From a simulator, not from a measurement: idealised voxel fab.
process module | voxel transistor to metal
cross-section cut | 210 nm wide | cells 5 nm
A cross-section is a grid of square cells, given in bands from the top down. A band is one or more rows of cells.
Each band's line starts with the height of the band's top and of its bottom, in nm. Then come its materials from left to right, each with its width in nm. One material with "throughout" fills the band from edge to edge. "air" is empty space.
Height 0 is the level under which the wafer as received is all one material. The lowest band goes on downwards, as in "0 down".
A width such as "30 to 40" changes by the same amount from each row of cells to the next, from the band's top row to its bottom row.
"no change" after a step means that no cell of the cross-section changed.
closed voids: empty space of 8 cells or more with no open way to the top, each as width x height at its distance from the left edge, in nm
after a step's settings: what the simulator itself notes on the step
overlay nm, on a step with a mask: how far to the right of its planned place the mask lay; to the left if negative
plan
1 op RECEIVE | material Si
2 op CONFORMAL_DEP | material SiO2 | thk nm 5
3 op CONFORMAL_DEP | material SiN | thk nm 15
4 op MASKED_ETCH | tone cover | mask id ACTIVE | width nm 100 | etch materials SiN | depth nm 15 | overlay nm 0
5 op MASKED_ETCH | tone cover | mask id ACTIVE | width nm 100 | etch materials SiO2 | depth nm 5 | overlay nm 0
6 op MASKED_ETCH | tone cover | mask id ACTIVE | width nm 100 | etch materials Si | depth nm 25 | overlay nm 0
7 op OXIDIZE | depth nm 5
8 op FILL_DEP | material SiO2 | thk nm 10
9 op CMP | height nm 20
10 op SELECTIVE_ETCH | etch materials SiO2 | depth nm 15
11 op STRIP | etch materials SiN
12 op SELECTIVE_ETCH | etch materials SiO2 | depth nm 5
13 op OXIDIZE | depth nm 5
14 op DIRECTIONAL_DEP | material polySi | thk nm 30
15 op DIRECTIONAL_DEP | material SiCN | thk nm 10
16 op MASKED_ETCH | tone cover | mask id GATE | width nm 20 | etch materials SiCN | depth nm 20 | overlay nm 0
17 op MASKED_ETCH | tone cover | mask id GATE | width nm 20 | etch materials polySi | depth nm 40 | overlay nm 0
18 op CONFORMAL_DEP | material SiO2 | thk nm 5
19 op DIRECTIONAL_ETCH | etch materials SiO2 | depth nm 5
20 op CONFORMAL_DEP | material SiN | thk nm 5
21 op DIRECTIONAL_ETCH | etch materials SiN | depth nm 5
22 op DIRECTIONAL_ETCH | etch materials SiO2 | depth nm 5
23 op DIRECTIONAL_ETCH | etch materials Si | depth nm 15
24 op EPI | material nSi | thk nm 20
25 op FILL_DEP | material SiO2 | thk nm 5
26 op CMP | height nm 40
27 op DIRECTIONAL_DEP | material SiO2 | thk nm 10
28 op DIRECTIONAL_DEP | material aC | thk nm 10
29 op PATTERN | tone open | mask id CONTACT | material resist | width nm 15 | pitch nm 75 | thk nm 25 | overlay nm 0
30 op DIRECTIONAL_ETCH | etch materials aC | depth nm 10
31 op STRIP | etch materials resist
32 op DIRECTIONAL_ETCH | etch materials SiO2 | depth nm 50
33 op STRIP | etch materials aC
34 op CONFORMAL_DEP | material TiN | thk nm 5
35 op FILL_DEP | material Ru | thk nm 5
36 op CMP | height nm 50
37 op CONFORMAL_DEP | material SiCN | thk nm 5
38 op DIRECTIONAL_DEP | material lowk | thk nm 20
39 op MASKED_ETCH | tone open | mask id METAL_1 | width nm 15 | pitch nm 75 | etch materials lowk | depth nm 20 | overlay nm 0
40 op MASKED_ETCH | tone open | mask id METAL_1 | width nm 15 | pitch nm 75 | etch materials SiCN | depth nm 5 | overlay nm 0
41 op CONFORMAL_DEP | material TiN | thk nm 5
42 op FILL_DEP | material Cu | thk nm 5
43 op CMP | height nm 75
44 op CONFORMAL_DEP | material SiCN | thk nm 5
first wafer, as planned
as received, after step 1
  0 down: Si throughout
  closed voids: none
after step 2
  5 to 0: SiO2 throughout
  below 0: unchanged
after step 3
  20 to 5: SiN throughout
  below 5: unchanged
after step 4
  20 to 5: air 55 | SiN 100 | air 55
  below 5: unchanged
after step 5
  20 to 5: air 55 | SiN 100 | air 55
  5 to 0: air 55 | SiO2 100 | air 55
  below 0: unchanged
after step 6
  20 to 5: air 55 | SiN 100 | air 55
  5 to 0: air 55 | SiO2 100 | air 55
  0 to -25: air 55 | Si 100 | air 55
  below -25: unchanged
after step 7
  20 to 5: air 55 | SiN 100 | air 55
  5 to 0: air 55 | SiO2 100 | air 55
  0 to -25: air 55 | SiO2 5 | Si 90 | SiO2 5 | air 55
  -25 to -30: SiO2 60 | Si 90 | SiO2 60
  below -30: unchanged
after step 8
  30 to 20: SiO2 throughout
  20 to 5: SiO2 55 | SiN 100 | SiO2 55
  5 to 0: SiO2 throughout
  0 to -30: SiO2 60 | Si 90 | SiO2 60
  below -30: unchanged
after step 9
  20 to 5: SiO2 55 | SiN 100 | SiO2 55
  below 5: unchanged
after step 10
  20 to 5: air 55 | SiN 100 | air 55
  below 5: unchanged
after step 11
  5 to 0: SiO2 throughout
  below 0: unchanged
after step 12
  0 to -30: SiO2 60 | Si 90 | SiO2 60
  below -30: unchanged
after step 13
  0 to -5: SiO2 throughout
  below -5: unchanged
after step 14
  30 to 0: polySi throughout
  below 0: unchanged
after step 15
  40 to 30: SiCN throughout
  below 30: unchanged
after step 16
  40 to 30: air 95 | SiCN 20 | air 95
  below 30: unchanged
after step 17
  40 to 30: air 95 | SiCN 20 | air 95
  30 to 0: air 95 | polySi 20 | air 95
  below 0: unchanged
after step 18
  45 to 40: air 90 | SiO2 30 | air 90
  40 to 30: air 90 | SiO2 5 | SiCN 20 | SiO2 5 | air 90
  30 to 5: air 90 | SiO2 5 | polySi 20 | SiO2 5 | air 90
  5 to 0: SiO2 95 | polySi 20 | SiO2 95
  below 0: unchanged
after step 19
  40 to 30: air 90 | SiO2 5 | SiCN 20 | SiO2 5 | air 90
  30 to 0: air 90 | SiO2 5 | polySi 20 | SiO2 5 | air 90
  below 0: unchanged
after step 20
  45 to 40: air 85 | SiN 40 | air 85
  40 to 30: air 85 | SiN 5 | SiO2 5 | SiCN 20 | SiO2 5 | SiN 5 | air 85
  30 to 5: air 85 | SiN 5 | SiO2 5 | polySi 20 | SiO2 5 | SiN 5 | air 85
  5 to 0: SiN 90 | SiO2 5 | polySi 20 | SiO2 5 | SiN 90
  below 0: unchanged
after step 21
  40 to 30: air 85 | SiN 5 | SiO2 5 | SiCN 20 | SiO2 5 | SiN 5 | air 85
  30 to 0: air 85 | SiN 5 | SiO2 5 | polySi 20 | SiO2 5 | SiN 5 | air 85
  below 0: unchanged
after step 22
  40 to 35: air 85 | SiN 5 | air 5 | SiCN 20 | air 5 | SiN 5 | air 85
  35 to 30: air 85 | SiN 5 | SiO2 5 | SiCN 20 | SiO2 5 | SiN 5 | air 85
  30 to 0: air 85 | SiN 5 | SiO2 5 | polySi 20 | SiO2 5 | SiN 5 | air 85
  0 to -5: air 85 | SiO2 40 | air 85
  below -5: unchanged
after step 23
  40 to 35: air 85 | SiN 5 | air 5 | SiCN 20 | air 5 | SiN 5 | air 85
  35 to 30: air 85 | SiN 5 | SiO2 5 | SiCN 20 | SiO2 5 | SiN 5 | air 85
  30 to 0: air 85 | SiN 5 | SiO2 5 | polySi 20 | SiO2 5 | SiN 5 | air 85
  0 to -5: air 85 | SiO2 40 | air 85
  -5 to -20: SiO2 60 | air 25 | Si 40 | air 25 | SiO2 60
  below -20: unchanged
after step 24
  40 to 35: air 85 | SiN 5 | air 5 | SiCN 20 | air 5 | SiN 5 | air 85
  35 to 30: air 85 | SiN 5 | SiO2 5 | SiCN 20 | SiO2 5 | SiN 5 | air 85
  30 to 15: air 85 | SiN 5 | SiO2 5 | polySi 20 | SiO2 5 | SiN 5 | air 85
  15 to 0: air 65 | nSi 20 | SiN 5 | SiO2 5 | polySi 20 | SiO2 5 | SiN 5 | nSi 20 | air 65
  0 to -5: air 55 | nSi 30 | SiO2 40 | nSi 30 | air 55
  -5 to -20: SiO2 60 | nSi 25 | Si 40 | nSi 25 | SiO2 60
  below -20: unchanged
after step 25
  45 to 40: SiO2 throughout
  40 to 30: SiO2 85 | SiN 5 | SiO2 5 | SiCN 20 | SiO2 5 | SiN 5 | SiO2 85
  30 to 15: SiO2 85 | SiN 5 | SiO2 5 | polySi 20 | SiO2 5 | SiN 5 | SiO2 85
  15 to 0: SiO2 65 | nSi 20 | SiN 5 | SiO2 5 | polySi 20 | SiO2 5 | SiN 5 | nSi 20 | SiO2 65
  0 to -5: SiO2 55 | nSi 30 | SiO2 40 | nSi 30 | SiO2 55
  below -5: unchanged
after step 26
  40 to 30: SiO2 85 | SiN 5 | SiO2 5 | SiCN 20 | SiO2 5 | SiN 5 | SiO2 85
  below 30: unchanged
after step 27
  50 to 40: SiO2 throughout
  below 40: unchanged
after step 28
  60 to 50: aC throughout
  below 50: unchanged
after step 29
  85 to 60: resist 60 | air 15 | resist 60 | air 15 | resist 60
  below 60: unchanged
after step 30
  75 to 60: resist 60 | air 15 | resist 60 | air 15 | resist 60
  60 to 50: aC 60 | air 15 | aC 60 | air 15 | aC 60
  below 50: unchanged
after step 31
  60 to 50: aC 60 | air 15 | aC 60 | air 15 | aC 60
  below 50: unchanged
after step 32
  60 to 50: aC 60 | air 15 | aC 60 | air 15 | aC 60
  50 to 40: SiO2 60 | air 15 | SiO2 60 | air 15 | SiO2 60
  40 to 30: SiO2 60 | air 15 | SiO2 10 | SiN 5 | SiO2 5 | SiCN 20 | SiO2 5 | SiN 5 | SiO2 10 | air 15 | SiO2 60
  30 to 15: SiO2 60 | air 15 | SiO2 10 | SiN 5 | SiO2 5 | polySi 20 | SiO2 5 | SiN 5 | SiO2 10 | air 15 | SiO2 60
  15 to 0: SiO2 60 | air 5 | nSi 20 | SiN 5 | SiO2 5 | polySi 20 | SiO2 5 | SiN 5 | nSi 20 | air 5 | SiO2 60
  below 0: unchanged
after step 33
  50 to 40: SiO2 60 | air 15 | SiO2 60 | air 15 | SiO2 60
  below 40: unchanged
after step 34
  55 to 50: TiN 65 | air 5 | TiN 70 | air 5 | TiN 65
  50 to 40: SiO2 60 | TiN 5 | air 5 | TiN 5 | SiO2 60 | TiN 5 | air 5 | TiN 5 | SiO2 60
  40 to 30: SiO2 60 | TiN 5 | air 5 | TiN 5 | SiO2 10 | SiN 5 | SiO2 5 | SiCN 20 | SiO2 5 | SiN 5 | SiO2 10 | TiN 5 | air 5 | TiN 5 | SiO2 60
  30 to 20: SiO2 60 | TiN 5 | air 5 | TiN 5 | SiO2 10 | SiN 5 | SiO2 5 | polySi 20 | SiO2 5 | SiN 5 | SiO2 10 | TiN 5 | air 5 | TiN 5 | SiO2 60
  20 to 15: SiO2 60 | TiN 15 | SiO2 10 | SiN 5 | SiO2 5 | polySi 20 | SiO2 5 | SiN 5 | SiO2 10 | TiN 15 | SiO2 60
  15 to 0: SiO2 60 | TiN 5 | nSi 20 | SiN 5 | SiO2 5 | polySi 20 | SiO2 5 | SiN 5 | nSi 20 | TiN 5 | SiO2 60
  below 0: unchanged
after step 35
  60 to 55: Ru throughout
  55 to 50: TiN 65 | Ru 5 | TiN 70 | Ru 5 | TiN 65
  50 to 40: SiO2 60 | TiN 5 | Ru 5 | TiN 5 | SiO2 60 | TiN 5 | Ru 5 | TiN 5 | SiO2 60
  40 to 30: SiO2 60 | TiN 5 | Ru 5 | TiN 5 | SiO2 10 | SiN 5 | SiO2 5 | SiCN 20 | SiO2 5 | SiN 5 | SiO2 10 | TiN 5 | Ru 5 | TiN 5 | SiO2 60
  30 to 20: SiO2 60 | TiN 5 | Ru 5 | TiN 5 | SiO2 10 | SiN 5 | SiO2 5 | polySi 20 | SiO2 5 | SiN 5 | SiO2 10 | TiN 5 | Ru 5 | TiN 5 | SiO2 60
  below 20: unchanged
after step 36
  50 to 40: SiO2 60 | TiN 5 | Ru 5 | TiN 5 | SiO2 60 | TiN 5 | Ru 5 | TiN 5 | SiO2 60
  below 40: unchanged
after step 37
  55 to 50: SiCN throughout
  below 50: unchanged
after step 38
  75 to 55: lowk throughout
  below 55: unchanged
after step 39
  75 to 55: lowk 60 | air 15 | lowk 60 | air 15 | lowk 60
  below 55: unchanged
after step 40
  75 to 55: lowk 60 | air 15 | lowk 60 | air 15 | lowk 60
  55 to 50: SiCN 60 | air 15 | SiCN 60 | air 15 | SiCN 60
  below 50: unchanged
after step 41
  80 to 75: TiN 65 | air 5 | TiN 70 | air 5 | TiN 65
  75 to 55: lowk 60 | TiN 5 | air 5 | TiN 5 | lowk 60 | TiN 5 | air 5 | TiN 5 | lowk 60
  55 to 50: SiCN 60 | TiN 15 | SiCN 60 | TiN 15 | SiCN 60
  below 50: unchanged
after step 42
  85 to 80: Cu throughout
  80 to 75: TiN 65 | Cu 5 | TiN 70 | Cu 5 | TiN 65
  75 to 55: lowk 60 | TiN 5 | Cu 5 | TiN 5 | lowk 60 | TiN 5 | Cu 5 | TiN 5 | lowk 60
  below 55: unchanged
after step 43
  75 to 55: lowk 60 | TiN 5 | Cu 5 | TiN 5 | lowk 60 | TiN 5 | Cu 5 | TiN 5 | lowk 60
  below 55: unchanged
after step 44
  80 to 75: SiCN throughout
  below 75: unchanged
second wafer: like start, like plan, one mistake. Through step 1 it matches the first wafer
when step 2 should have ended: no change
when step 3 should have ended
  15 to 0: SiN throughout
  below 0: unchanged
when step 4 should have ended
  15 to 0: air 55 | SiN 100 | air 55
  below 0: unchanged
when step 5 should have ended: no change
when step 6 should have ended
  15 to 0: air 55 | SiN 100 | air 55
  0 to -25: air 55 | Si 100 | air 55
  below -25: unchanged
when step 7 should have ended
  15 to 0: air 55 | SiN 100 | air 55
  0 to -25: air 55 | SiO2 5 | Si 90 | SiO2 5 | air 55
  -25 to -30: SiO2 60 | Si 90 | SiO2 60
  below -30: unchanged
when step 8 should have ended
  25 to 15: SiO2 throughout
  15 to 0: SiO2 55 | SiN 100 | SiO2 55
  0 to -30: SiO2 60 | Si 90 | SiO2 60
  below -30: unchanged
when step 9 should have ended
  20 to 15: SiO2 throughout
  below 15: unchanged
when step 10 should have ended
  15 to 5: air 55 | SiN 100 | air 55
  below 5: unchanged
when step 11 should have ended
  5 to 0: SiO2 55 | air 100 | SiO2 55
  below 0: unchanged
when step 12 should have ended
  0 to -5: SiO2 50 | air 10 | Si 90 | air 10 | SiO2 50
  below -5: unchanged
when step 13 should have ended
  0 to -5: SiO2 50 | air 10 | SiO2 90 | air 10 | SiO2 50
  -5 to -10: SiO2 65 | Si 80 | SiO2 65
  below -10: unchanged
when step 14 should have ended
  30 to 25: polySi 50 | air 10 | polySi 90 | air 10 | polySi 50
  25 to 0: polySi throughout
  0 to -5: SiO2 50 | polySi 10 | SiO2 90 | polySi 10 | SiO2 50
  below -5: unchanged
when step 15 should have ended
  40 to 35: SiCN 50 | air 10 | SiCN 90 | air 10 | SiCN 50
  35 to 30: SiCN throughout
  30 to 25: polySi 50 | SiCN 10 | polySi 90 | SiCN 10 | polySi 50
  below 25: unchanged
when step 16 should have ended
  40 to 30: air 95 | SiCN 20 | air 95
  30 to 25: polySi 50 | air 10 | polySi 90 | air 10 | polySi 50
  below 25: unchanged
when step 17 should have ended
  40 to 30: air 95 | SiCN 20 | air 95
  30 to 0: air 95 | polySi 20 | air 95
  0 to -5: SiO2 50 | air 10 | SiO2 90 | air 10 | SiO2 50
  below -5: unchanged
when step 18 should have ended
  45 to 40: air 90 | SiO2 30 | air 90
  40 to 30: air 90 | SiO2 5 | SiCN 20 | SiO2 5 | air 90
  30 to 5: air 90 | SiO2 5 | polySi 20 | SiO2 5 | air 90
  5 to 0: SiO2 95 | polySi 20 | SiO2 95
  0 to -5: SiO2 throughout
  below -5: unchanged
when step 19 should have ended
  40 to 30: air 90 | SiO2 5 | SiCN 20 | SiO2 5 | air 90
  30 to 0: air 90 | SiO2 5 | polySi 20 | SiO2 5 | air 90
  below 0: unchanged
when step 20 should have ended
  45 to 40: air 85 | SiN 40 | air 85
  40 to 30: air 85 | SiN 5 | SiO2 5 | SiCN 20 | SiO2 5 | SiN 5 | air 85
  30 to 5: air 85 | SiN 5 | SiO2 5 | polySi 20 | SiO2 5 | SiN 5 | air 85
  5 to 0: SiN 90 | SiO2 5 | polySi 20 | SiO2 5 | SiN 90
  below 0: unchanged
when step 21 should have ended
  40 to 30: air 85 | SiN 5 | SiO2 5 | SiCN 20 | SiO2 5 | SiN 5 | air 85
  30 to 0: air 85 | SiN 5 | SiO2 5 | polySi 20 | SiO2 5 | SiN 5 | air 85
  below 0: unchanged
when step 22 should have ended
  40 to 35: air 85 | SiN 5 | air 5 | SiCN 20 | air 5 | SiN 5 | air 85
  35 to 30: air 85 | SiN 5 | SiO2 5 | SiCN 20 | SiO2 5 | SiN 5 | air 85
  30 to 0: air 85 | SiN 5 | SiO2 5 | polySi 20 | SiO2 5 | SiN 5 | air 85
  0 to -5: air 85 | SiO2 40 | air 85
  below -5: unchanged
when step 23 should have ended
  40 to 35: air 85 | SiN 5 | air 5 | SiCN 20 | air 5 | SiN 5 | air 85
  35 to 30: air 85 | SiN 5 | SiO2 5 | SiCN 20 | SiO2 5 | SiN 5 | air 85
  30 to 0: air 85 | SiN 5 | SiO2 5 | polySi 20 | SiO2 5 | SiN 5 | air 85
  0 to -5: air 85 | SiO2 40 | air 85
  -5 to -10: SiO2 65 | air 20 | Si 40 | air 20 | SiO2 65
  -10 to -20: SiO2 60 | Si 5 | air 20 | Si 40 | air 20 | Si 5 | SiO2 60
  below -20: unchanged
when step 24 should have ended
  40 to 35: air 85 | SiN 5 | air 5 | SiCN 20 | air 5 | SiN 5 | air 85
  35 to 30: air 85 | SiN 5 | SiO2 5 | SiCN 20 | SiO2 5 | SiN 5 | air 85
  30 to 15: air 85 | SiN 5 | SiO2 5 | polySi 20 | SiO2 5 | SiN 5 | air 85
  15 to 10: air 65 | nSi 20 | SiN 5 | SiO2 5 | polySi 20 | SiO2 5 | SiN 5 | nSi 20 | air 65
  10 to 0: air 50 | nSi 35 | SiN 5 | SiO2 5 | polySi 20 | SiO2 5 | SiN 5 | nSi 35 | air 50
  0 to -5: air 50 | nSi 35 | SiO2 40 | nSi 35 | air 50
  -5 to -10: SiO2 65 | nSi 20 | Si 40 | nSi 20 | SiO2 65
  -10 to -20: SiO2 60 | Si 5 | nSi 20 | Si 40 | nSi 20 | Si 5 | SiO2 60
  below -20: unchanged
when step 25 should have ended
  45 to 40: SiO2 throughout
  40 to 30: SiO2 85 | SiN 5 | SiO2 5 | SiCN 20 | SiO2 5 | SiN 5 | SiO2 85
  30 to 15: SiO2 85 | SiN 5 | SiO2 5 | polySi 20 | SiO2 5 | SiN 5 | SiO2 85
  15 to 10: SiO2 65 | nSi 20 | SiN 5 | SiO2 5 | polySi 20 | SiO2 5 | SiN 5 | nSi 20 | SiO2 65
  10 to 0: SiO2 50 | nSi 35 | SiN 5 | SiO2 5 | polySi 20 | SiO2 5 | SiN 5 | nSi 35 | SiO2 50
  0 to -5: SiO2 50 | nSi 35 | SiO2 40 | nSi 35 | SiO2 50
  below -5: unchanged
when step 26 should have ended
  40 to 30: SiO2 85 | SiN 5 | SiO2 5 | SiCN 20 | SiO2 5 | SiN 5 | SiO2 85
  below 30: unchanged
when step 27 should have ended
  50 to 40: SiO2 throughout
  below 40: unchanged
when step 28 should have ended
  60 to 50: aC throughout
  below 50: unchanged
when step 29 should have ended
  85 to 60: resist 60 | air 15 | resist 60 | air 15 | resist 60
  below 60: unchanged
when step 30 should have ended
  75 to 60: resist 60 | air 15 | resist 60 | air 15 | resist 60
  60 to 50: aC 60 | air 15 | aC 60 | air 15 | aC 60
  below 50: unchanged
when step 31 should have ended
  60 to 50: aC 60 | air 15 | aC 60 | air 15 | aC 60
  below 50: unchanged
when step 32 should have ended
  60 to 50: aC 60 | air 15 | aC 60 | air 15 | aC 60
  50 to 40: SiO2 60 | air 15 | SiO2 60 | air 15 | SiO2 60
  40 to 30: SiO2 60 | air 15 | SiO2 10 | SiN 5 | SiO2 5 | SiCN 20 | SiO2 5 | SiN 5 | SiO2 10 | air 15 | SiO2 60
  30 to 15: SiO2 60 | air 15 | SiO2 10 | SiN 5 | SiO2 5 | polySi 20 | SiO2 5 | SiN 5 | SiO2 10 | air 15 | SiO2 60
  15 to 10: SiO2 60 | air 5 | nSi 20 | SiN 5 | SiO2 5 | polySi 20 | SiO2 5 | SiN 5 | nSi 20 | air 5 | SiO2 60
  below 10: unchanged
when step 33 should have ended
  50 to 40: SiO2 60 | air 15 | SiO2 60 | air 15 | SiO2 60
  below 40: unchanged
when step 34 should have ended
  55 to 50: TiN 65 | air 5 | TiN 70 | air 5 | TiN 65
  50 to 40: SiO2 60 | TiN 5 | air 5 | TiN 5 | SiO2 60 | TiN 5 | air 5 | TiN 5 | SiO2 60
  40 to 30: SiO2 60 | TiN 5 | air 5 | TiN 5 | SiO2 10 | SiN 5 | SiO2 5 | SiCN 20 | SiO2 5 | SiN 5 | SiO2 10 | TiN 5 | air 5 | TiN 5 | SiO2 60
  30 to 20: SiO2 60 | TiN 5 | air 5 | TiN 5 | SiO2 10 | SiN 5 | SiO2 5 | polySi 20 | SiO2 5 | SiN 5 | SiO2 10 | TiN 5 | air 5 | TiN 5 | SiO2 60
  20 to 15: SiO2 60 | TiN 15 | SiO2 10 | SiN 5 | SiO2 5 | polySi 20 | SiO2 5 | SiN 5 | SiO2 10 | TiN 15 | SiO2 60
  15 to 10: SiO2 60 | TiN 5 | nSi 20 | SiN 5 | SiO2 5 | polySi 20 | SiO2 5 | SiN 5 | nSi 20 | TiN 5 | SiO2 60
  below 10: unchanged
when step 35 should have ended
  60 to 55: Ru throughout
  55 to 50: TiN 65 | Ru 5 | TiN 70 | Ru 5 | TiN 65
  50 to 40: SiO2 60 | TiN 5 | Ru 5 | TiN 5 | SiO2 60 | TiN 5 | Ru 5 | TiN 5 | SiO2 60
  40 to 30: SiO2 60 | TiN 5 | Ru 5 | TiN 5 | SiO2 10 | SiN 5 | SiO2 5 | SiCN 20 | SiO2 5 | SiN 5 | SiO2 10 | TiN 5 | Ru 5 | TiN 5 | SiO2 60
  30 to 20: SiO2 60 | TiN 5 | Ru 5 | TiN 5 | SiO2 10 | SiN 5 | SiO2 5 | polySi 20 | SiO2 5 | SiN 5 | SiO2 10 | TiN 5 | Ru 5 | TiN 5 | SiO2 60
  below 20: unchanged
when step 36 should have ended
  50 to 40: SiO2 60 | TiN 5 | Ru 5 | TiN 5 | SiO2 60 | TiN 5 | Ru 5 | TiN 5 | SiO2 60
  below 40: unchanged
when step 37 should have ended
  55 to 50: SiCN throughout
  below 50: unchanged
when step 38 should have ended
  75 to 55: lowk throughout
  below 55: unchanged
when step 39 should have ended
  75 to 55: lowk 60 | air 15 | lowk 60 | air 15 | lowk 60
  below 55: unchanged
when step 40 should have ended
  75 to 55: lowk 60 | air 15 | lowk 60 | air 15 | lowk 60
  55 to 50: SiCN 60 | air 15 | SiCN 60 | air 15 | SiCN 60
  below 50: unchanged
when step 41 should have ended
  80 to 75: TiN 65 | air 5 | TiN 70 | air 5 | TiN 65
  75 to 55: lowk 60 | TiN 5 | air 5 | TiN 5 | lowk 60 | TiN 5 | air 5 | TiN 5 | lowk 60
  55 to 50: SiCN 60 | TiN 15 | SiCN 60 | TiN 15 | SiCN 60
  below 50: unchanged
when step 42 should have ended
  85 to 80: Cu throughout
  80 to 75: TiN 65 | Cu 5 | TiN 70 | Cu 5 | TiN 65
  75 to 55: lowk 60 | TiN 5 | Cu 5 | TiN 5 | lowk 60 | TiN 5 | Cu 5 | TiN 5 | lowk 60
  below 55: unchanged
when step 43 should have ended
  75 to 55: lowk 60 | TiN 5 | Cu 5 | TiN 5 | lowk 60 | TiN 5 | Cu 5 | TiN 5 | lowk 60
  below 55: unchanged
when step 44 should have ended
  80 to 75: SiCN throughout
  below 75: unchanged
what went wrong: step 2 was left out
at the end the second wafer has, in cells: 4 more of Si | 8 fewer of SiO2 | 4 fewer of TiN | 8 more of nSi
